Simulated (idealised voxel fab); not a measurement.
The following process module bears the name voxel fin reveal.
Section shown: cut. Width: 230 nm. Cell size: 5 nm, square.
Throughout this document, each cross-section is represented as a grid of square cells and is presented as a sequence of bands enumerated from the top downward, where a band comprises one or more rows of cells.
Within each band entry, the heights of the top and of the bottom of the band appear first, in that order and in nm; the materials of the band then follow from left to right, each with its corresponding width in nm. The designation "full width" on a single material indicates that it fills the band from edge to edge; the designation "blank" indicates empty space.
Height reference: 0 = level under which incoming wafer is all one material. Lowest band: no bottom, runs on downward, e.g. "0..down".
Width: "30->40" (first number = top row, second number = bottom row, same change from row to row of cells).
Step marked "no change"? Then no cell in the cross-section changed in it.
You'll see "Sealed cavities" listing empty spaces that have no way open to the top, as long as they're 8 cells or more; the notation is width x height at distance, where the distance is from the left edge, and all of it is in nm.
On a step's line, text after the settings is the simulator commenting on that step.
The setting "overlay nm" may be written on the line of a step. When the step uses a mask, the value reports how far to the right of the planned place the mask lay, and a negative value reports that it lay to the left.

List of planned process steps
1: RECEIVE with material Si
2: CONFORMAL_DEP with material SiN, thk nm 10
3: MASKED_ETCH with tone cover, mask id FINS, width nm 15, pitch nm 45, etch materials SiN, depth nm 10, overlay nm 0
4: MASKED_ETCH with tone cover, mask id FINS, width nm 15, pitch nm 45, etch materials Si, depth nm 35, overlay nm 0
5: OXIDIZE with depth nm 5
6: FILL_DEP with material SiO2, thk nm 15
7: CMP with height nm 10
8: SELECTIVE_ETCH with etch materials SiO2, depth nm 25
9: STRIP with etch materials SiN
10: CONFORMAL_DEP with material SiO2, thk nm 5

Wafer as received: cross-section following step 1
- 0..down: Si full width
- Sealed cavities: none

The cross-section shown corresponds to the wafer at the conclusion of the module. The initial structure and the process plan are those presented above; however, one mistake occurred in executing the plan
- 5..0: SiO2=85 | blank=15 | SiO2=30 | blank=15 | SiO2=85
- 0..-5: Si=80 | SiO2=25 | Si=20 | SiO2=25 | Si=80
- -5..down: Si full width
- Sealed cavities: none
Heads up, the wafer didn't run the way we planned it: step 3 deviated from plan and actually ran as MASKED_ETCH with tone open, mask id FINS, width nm 15, pitch nm 45, etch materials SiN, depth nm 10, overlay nm 0
